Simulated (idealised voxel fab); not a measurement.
You're looking at the process module voxel self aligned contacts.
In the cross-section labelled cut, the width is 175 nm and each square cell is 5 nm.
Just so we're on the same page, the cross-sections are grids of square cells, and they're listed out in bands top to bottom, each band one or more rows deep.
Look at the band entry: it leads with the top's height and the bottom's height in nm. Then it lists the materials left to right, with a width in nm for each. The word "full width" on a single material says that material fills the band edge to edge. The word "air" is empty space.
A quick word on heights: they are counted from 0, and under that level the wafer as it came to us is one material throughout. The lowest band is different from the rest in having no bottom; it simply continues downward, written as in "0..down".
So if you see something like "30 to 40" for the width, read it as the top row of the band sitting at the first number and the bottom row at the second, with every row in between moving by the same amount as the last.
"same as before" means the step left every cell of the cross-section as it was.
In the "Closed void list" entry, you get each enclosed empty space of 8 cells or more, one with no open way to the top, written width x height at distance, distance from the left edge, in nm.
Anything after a step's settings on that line? It's the simulator's own note about the step.
overlay nm: mask right of planned place by this much (step with mask). Neg. = left.
Every pair from here on: before one process step, after it. The after cross-section reaches only to the lowest band that changed. Below the pair: the step in between and its settings. Pairs can belong to different runs of this module on the same starting wafer; a pair carries on from the pair above only if the entry headed "Pre-step profile" says so.
# Pre-step profile
	80..55: air=50  resist=15  air=45  resist=15  air=50
	55..45: aC full width
	45..30: SiN full width
	30..5: polySi full width
	5..0: SiO2 full width
	0..down: Si full width
	Closed void list: none
# Post-Process View
	70..55: air=50  resist=15  air=45  resist=15  air=50
	55..45: air=50  aC=15  air=45  aC=15  air=50
	below 45: unchanged
	Closed void list: none
Name the step between the before and after sections above: DIRECTIONAL_ETCH [etch materials aC] [depth nm 10]
Pre-step profile: The pre-step condition corresponds to the post-step cross-section depicted in the pair directly above.
# Post-Process View
	55..45: air=50  aC=15  air=45  aC=15  air=50
	below 45: unchanged
	Closed void list: none
Name the step between the before and after sections above: STRIP [etch materials resist]
Pre-step profile: The pre-step condition corresponds to the post-step cross-section depicted in the pair directly above.
# Post-Process View
	55..45: air=50  aC=15  air=45  aC=15  air=50
	45..30: air=50  SiN=15  air=45  SiN=15  air=50
	below 30: unchanged
	Closed void list: none
Name the step between the before and after sections above: DIRECTIONAL_ETCH [etch materials SiN] [depth nm 15]
Pre-step profile: The pre-step condition corresponds to the post-step cross-section depicted in the pair directly above.
# Post-Process View
	55..45: air=50  aC=15  air=45  aC=15  air=50
	45..30: air=50  SiN=15  air=45  SiN=15  air=50
	30..5: air=50  polySi=15  air=45  polySi=15  air=50
	below 5: unchanged
	Closed void list: none
Name the step between the before and after sections above: DIRECTIONAL_ETCH [etch materials polySi] [depth nm 25]
Pre-step profile: The pre-step condition corresponds to the post-step cross-section depicted in the pair directly above.
# Post-Process View
	45..30: air=50  SiN=15  air=45  SiN=15  air=50
	below 30: unchanged
	Closed void list: none
Name the step between the before and after sections above: STRIP [etch materials aC]
Pre-step profile: The pre-step condition corresponds to the post-step cross-section depicted in the pair directly above.
# Post-Process View
	50..30: air=45  SiN=25  air=35  SiN=25  air=45
	30..10: air=45  SiN=5  polySi=15  SiN=5  air=35  SiN=5  polySi=15  SiN=5  air=45
	10..5: SiN=50  polySi=15  SiN=45  polySi=15  SiN=50
	below 5: unchanged
	Closed void list: none
Name the step between the before and after sections above: CONFORMAL_DEP [material SiN] [thk nm 5]
Pre-step profile: The pre-step condition corresponds to the post-step cross-section depicted in the pair directly above.
# Post-Process View
	45..30: air=45  SiN=25  air=35  SiN=25  air=45
	30..5: air=45  SiN=5  polySi=15  SiN=5  air=35  SiN=5  polySi=15  SiN=5  air=45
	below 5: unchanged
	Closed void list: none
Name the step between the before and after sections above: DIRECTIONAL_ETCH [etch materials SiN] [depth nm 5]
Pre-step profile: The pre-step condition corresponds to the post-step cross-section depicted in the pair directly above.
# Post-Process View
	60..45: SiO2 full width
	45..30: SiO2=45  SiN=25  SiO2=35  SiN=25  SiO2=45
	30..5: SiO2=45  SiN=5  polySi=15  SiN=5  SiO2=35  SiN=5  polySi=15  SiN=5  SiO2=45
	below 5: unchanged
	Closed void list: none
Name the step between the before and after sections above: FILL_DEP [material SiO2] [thk nm 15]
Pre-step profile: The pre-step condition corresponds to the post-step cross-section depicted in the pair directly above.
# Post-Process View
	50..45: SiO2 full width
	below 45: unchanged
	Closed void list: none
Name the step between the before and after sections above: CMP [height nm 50]
Pre-step profile: The pre-step condition corresponds to the post-step cross-section depicted in the pair directly above.
# Post-Process View
	50..45: SiO2=65  air=45  SiO2=65
	45..30: SiO2=45  SiN=25  air=35  SiN=25  SiO2=45
	30..5: SiO2=45  SiN=5  polySi=15  SiN=5  air=35  SiN=5  polySi=15  SiN=5  SiO2=45
	5..0: SiO2=70  air=35  SiO2=70
	below 0: unchanged
	Closed void list: none
Name the step between the before and after sections above: MASKED_ETCH [tone open] [mask id CONTACT] [width nm 45] [etch materials SiO2] [depth nm 50] [overlay nm 0]
Pre-step profile: The pre-step condition corresponds to the post-step cross-section depicted in the pair directly above.
# Post-Process View
	55..50: TiN=70  air=35  TiN=70
	50..45: SiO2=65  TiN=10  air=25  TiN=10  SiO2=65
	45..30: SiO2=45  SiN=25  TiN=5  air=25  TiN=5  SiN=25  SiO2=45
	30..5: SiO2=45  SiN=5  polySi=15  SiN=5  TiN=5  air=25  TiN=5  SiN=5  polySi=15  SiN=5  SiO2=45
	5..0: SiO2=70  TiN=35  SiO2=70
	below 0: unchanged
	Closed void list: none
Name the step between the before and after sections above: CONFORMAL_DEP [material TiN] [thk nm 5]
Pre-step profile: The pre-step condition corresponds to the post-step cross-section depicted in the pair directly above.
# Post-Process View
	60..55: W full width
	55..50: TiN=70  W=35  TiN=70
	50..45: SiO2=65  TiN=10  W=25  TiN=10  SiO2=65
	45..30: SiO2=45  SiN=25  TiN=5  W=25  TiN=5  SiN=25  SiO2=45
	30..5: SiO2=45  SiN=5  polySi=15  SiN=5  TiN=5  W=25  TiN=5  SiN=5  polySi=15  SiN=5  SiO2=45
	below 5: unchanged
	Closed void list: none
Name the step between the before and after sections above: FILL_DEP [material W] [thk nm 5]
Pre-step profile: The pre-step condition corresponds to the post-step cross-section depicted in the pair directly above.
# Post-Process View
	50..45: SiO2=65  TiN=10  W=25  TiN=10  SiO2=65
	below 45: unchanged
	Closed void list: none
Name the step between the before and after sections above: CMP [height nm 50]
Pre-step profile: The pre-step condition corresponds to the post-step cross-section depicted in the pair directly above.
# Post-Process View
	55..50: SiCN full width
	below 50: unchanged
	Closed void list: none
Name the step between the before and after sections above: CONFORMAL_DEP [material SiCN] [thk nm 5]
# Pre-step profile
	50..45: SiO2 full width
	45..30: SiO2=40  SiN=35  SiO2=25  SiN=35  SiO2=40
	30..5: SiO2=40  SiN=5  polySi=25  SiN=5  SiO2=25  SiN=5  polySi=25  SiN=5  SiO2=40
	5..0: SiO2 full width
	0..down: Si full width
	Closed void list: none
# Post-Process View
	50..45: SiO2=75  air=45  SiO2=55
	45..30: SiO2=40  SiN=35  air=25  SiN=35  SiO2=40
	30..5: SiO2=40  SiN=5  polySi=25  SiN=5  air=25  SiN=5  polySi=25  SiN=5  SiO2=40
	5..0: SiO2=75  air=25  SiO2=75
	below 0: unchanged
	Closed void list: none
Name the step between the before and after sections above: MASKED_ETCH [tone open] [mask id CONTACT] [width nm 45] [etch materials SiO2] [depth nm 50] [overlay nm 10]
Pre-step profile: The pre-step condition corresponds to the post-step cross-section depicted in the pair directly above.
# Post-Process View
	55..50: TiN=80  air=35  TiN=60
	50..45: SiO2=75  TiN=5  air=15  TiN=25  SiO2=55
	45..30: SiO2=40  SiN=35  TiN=5  air=15  TiN=5  SiN=35  SiO2=40
	30..5: SiO2=40  SiN=5  polySi=25  SiN=5  TiN=5  air=15  TiN=5  SiN=5  polySi=25  SiN=5  SiO2=40
	5..0: SiO2=75  TiN=25  SiO2=75
	below 0: unchanged
	Closed void list: none
Name the step between the before and after sections above: CONFORMAL_DEP [material TiN] [thk nm 5]
Pre-step profile: The pre-step condition corresponds to the post-step cross-section depicted in the pair directly above.
# Post-Process View
	60..55: W full width
	55..50: TiN=80  W=35  TiN=60
	50..45: SiO2=75  TiN=5  W=15  TiN=25  SiO2=55
	45..30: SiO2=40  SiN=35  TiN=5  W=15  TiN=5  SiN=35  SiO2=40
	30..5: SiO2=40  SiN=5  polySi=25  SiN=5  TiN=5  W=15  TiN=5  SiN=5  polySi=25  SiN=5  SiO2=40
	below 5: unchanged
	Closed void list: none
Name the step between the before and after sections above: FILL_DEP [material W] [thk nm 5]
Pre-step profile: The pre-step condition corresponds to the post-step cross-section depicted in the pair directly above.
# Post-Process View
	50..45: SiO2=75  TiN=5  W=15  TiN=25  SiO2=55
	below 45: unchanged
	Closed void list: none
Name the step between the before and after sections above: CMP [height nm 50]
Pre-step profile: The pre-step condition corresponds to the post-step cross-section depicted in the pair directly above.
# Post-Process View
	55..50: SiCN full width
	below 50: unchanged
	Closed void list: none
Name the step between the before and after sections above: CONFORMAL_DEP [material SiCN] [thk nm 5]
# Pre-step profile
	50..45: SiO2=65  air=45  SiO2=65
	45..30: SiO2=40  SiN=35  air=25  SiN=35  SiO2=40
	30..5: SiO2=40  SiN=5  polySi=25  SiN=5  air=25  SiN=5  polySi=25  SiN=5  SiO2=40
	5..0: SiO2=75  air=25  SiO2=75
	0..down: Si full width
	Closed void list: none
# Post-Process View
	55..45: SiO2=70 to 80  air=35 to 15  SiO2=70 to 80
	45..30: SiO2=40  SiN=35  SiO2=5  air=15  SiO2=5  SiN=35  SiO2=40
	30..5: SiO2=40  SiN=5  polySi=25  SiN=5  SiO2=5  air=15  SiO2=5  SiN=5  polySi=25  SiN=5  SiO2=40
	5..0: SiO2 full width
	below 0: unchanged
	Closed void list: none
Name the step between the before and after sections above: CONFORMAL_DEP [material SiO2] [thk nm 5]
Pre-step profile: The pre-step condition corresponds to the post-step cross-section depicted in the pair directly above.
# Post-Process View
	60..55: W full width
	55..45: SiO2=70 to 80  W=35 to 15  SiO2=70 to 80
	45..30: SiO2=40  SiN=35  SiO2=5  W=15  SiO2=5  SiN=35  SiO2=40
	30..5: SiO2=40  SiN=5  polySi=25  SiN=5  SiO2=5  W=15  SiO2=5  SiN=5  polySi=25  SiN=5  SiO2=40
	below 5: unchanged
	Closed void list: none
Name the step between the before and after sections above: FILL_DEP [material W] [thk nm 5]
Pre-step profile: The pre-step condition corresponds to the post-step cross-section depicted in the pair directly above.
# Post-Process View
	50..45: SiO2=80  W=15  SiO2=80
	below 45: unchanged
	Closed void list: none
Name the step between the before and after sections above: CMP [height nm 50]
Pre-step profile: The pre-step condition corresponds to the post-step cross-section depicted in the pair directly above.
# Post-Process View
	55..50: SiCN full width
	below 50: unchanged
	Closed void list: none
Name the step between the before and after sections above: CONFORMAL_DEP [material SiCN] [thk nm 5]
# Pre-step profile
	55..45: aC full width
	45..30: SiN full width
	30..5: polySi full width
	5..0: SiO2 full width
	0..down: Si full width
	Closed void list: none
# Post-Process View
	80..55: resist=45  air=25  resist=35  air=25  resist=45
	below 55: unchanged
	Closed void list: none
Name the step between the before and after sections above: PATTERN [tone open] [mask id GATE] [material resist] [width nm 25] [pitch nm 60] [thk nm 25] [overlay nm 0]
Pre-step profile: The pre-step condition corresponds to the post-step cross-section depicted in the pair directly above.
# Post-Process View
	70..55: resist=45  air=25  resist=35  air=25  resist=45
	55..45: aC=45  air=25  aC=35  air=25  aC=45
	below 45: unchanged
	Closed void list: none
Name the step between the before and after sections above: DIRECTIONAL_ETCH [etch materials aC] [depth nm 10]
Pre-step profile: The pre-step condition corresponds to the post-step cross-section depicted in the pair directly above.
# Post-Process View
	55..45: aC=45  air=25  aC=35  air=25  aC=45
	below 45: unchanged
	Closed void list: none
Name the step between the before and after sections above: STRIP [etch materials resist]
Pre-step profile: The pre-step condition corresponds to the post-step cross-section depicted in the pair directly above.
# Post-Process View
	55..45: aC=45  air=25  aC=35  air=25  aC=45
	45..30: SiN=45  air=25  SiN=35  air=25  SiN=45
	below 30: unchanged
	Closed void list: none
Name the step between the before and after sections above: DIRECTIONAL_ETCH [etch materials SiN] [depth nm 15]
Pre-step profile: The pre-step condition corresponds to the post-step cross-section depicted in the pair directly above.
# Post-Process View
	55..45: aC=45  air=25  aC=35  air=25  aC=45
	45..30: SiN=45  air=25  SiN=35  air=25  SiN=45
	30..5: polySi=45  air=25  polySi=35  air=25  polySi=45
	below 5: unchanged
	Closed void list: none
Name the step between the before and after sections above: DIRECTIONAL_ETCH [etch materials polySi] [depth nm 25]
Pre-step profile: The pre-step condition corresponds to the post-step cross-section depicted in the pair directly above.
# Post-Process View
	45..30: SiN=45  air=25  SiN=35  air=25  SiN=45
	below 30: unchanged
	Closed void list: none
Name the step between the before and after sections above: STRIP [etch materials aC]
Pre-step profile: The pre-step condition corresponds to the post-step cross-section depicted in the pair directly above.
# Post-Process View
	50..30: SiN=50  air=15  SiN=45  air=15  SiN=50
	30..10: polySi=45  SiN=5  air=15  SiN=5  polySi=35  SiN=5  air=15  SiN=5  polySi=45
	10..5: polySi=45  SiN=25  polySi=35  SiN=25  polySi=45
	below 5: unchanged
	Closed void list: none
Name the step between the before and after sections above: CONFORMAL_DEP [material SiN] [thk nm 5]
Pre-step profile: The pre-step condition corresponds to the post-step cross-section depicted in the pair directly above.
# Post-Process View
	45..30: SiN=50  air=15  SiN=45  air=15  SiN=50
	30..5: polySi=45  SiN=5  air=15  SiN=5  polySi=35  SiN=5  air=15  SiN=5  polySi=45
	below 5: unchanged
	Closed void list: none
Name the step between the before and after sections above: DIRECTIONAL_ETCH [etch materials SiN] [depth nm 5]
Pre-step profile: The pre-step condition corresponds to the post-step cross-section depicted in the pair directly above.
# Post-Process View
	60..45: SiO2 full width
	45..30: SiN=50  SiO2=15  SiN=45  SiO2=15  SiN=50
	30..5: polySi=45  SiN=5  SiO2=15  SiN=5  polySi=35  SiN=5  SiO2=15  SiN=5  polySi=45
	below 5: unchanged
	Closed void list: none
Name the step between the before and after sections above: FILL_DEP [material SiO2] [thk nm 15]
Pre-step profile: The pre-step condition corresponds to the post-step cross-section depicted in the pair directly above.
# Post-Process View
	50..45: SiO2 full width
	below 45: unchanged
	Closed void list: none
Name the step between the before and after sections above: CMP [height nm 50]
Pre-step profile: The pre-step condition corresponds to the post-step cross-section depicted in the pair directly above.
# Post-Process View
	50..45: SiO2=65  air=45  SiO2=65
	below 45: unchanged
	Closed void list: none
Name the step between the before and after sections above: MASKED_ETCH [tone open] [mask id CONTACT] [width nm 45] [etch materials SiO2] [depth nm 50] [overlay nm 0]
Pre-step profile: The pre-step condition corresponds to the post-step cross-section depicted in the pair directly above.
# Post-Process View
	55..50: TiN=70  air=35  TiN=70
	50..45: SiO2=65  TiN=45  SiO2=65
	below 45: unchanged
	Closed void list: none
Name the step between the before and after sections above: CONFORMAL_DEP [material TiN] [thk nm 5]
Pre-step profile: The pre-step condition corresponds to the post-step cross-section depicted in the pair directly above.
# Post-Process View
	60..55: W full width
	55..50: TiN=70  W=35  TiN=70
	below 50: unchanged
	Closed void list: none
Name the step between the before and after sections above: FILL_DEP [material W] [thk nm 5]
Pre-step profile: The pre-step condition corresponds to the post-step cross-section depicted in the pair directly above.
# Post-Process View
	50..45: SiO2=65  TiN=45  SiO2=65
	below 45: unchanged
	Closed void list: none
Name the step between the before and after sections above: CMP [height nm 50]
Pre-step profile: The pre-step condition corresponds to the post-step cross-section depicted in the pair directly above.
# Post-Process View
	55..50: SiCN full width
	below 50: unchanged
	Closed void list: none
Name the step between the before and after sections above: CONFORMAL_DEP [material SiCN] [thk nm 5]
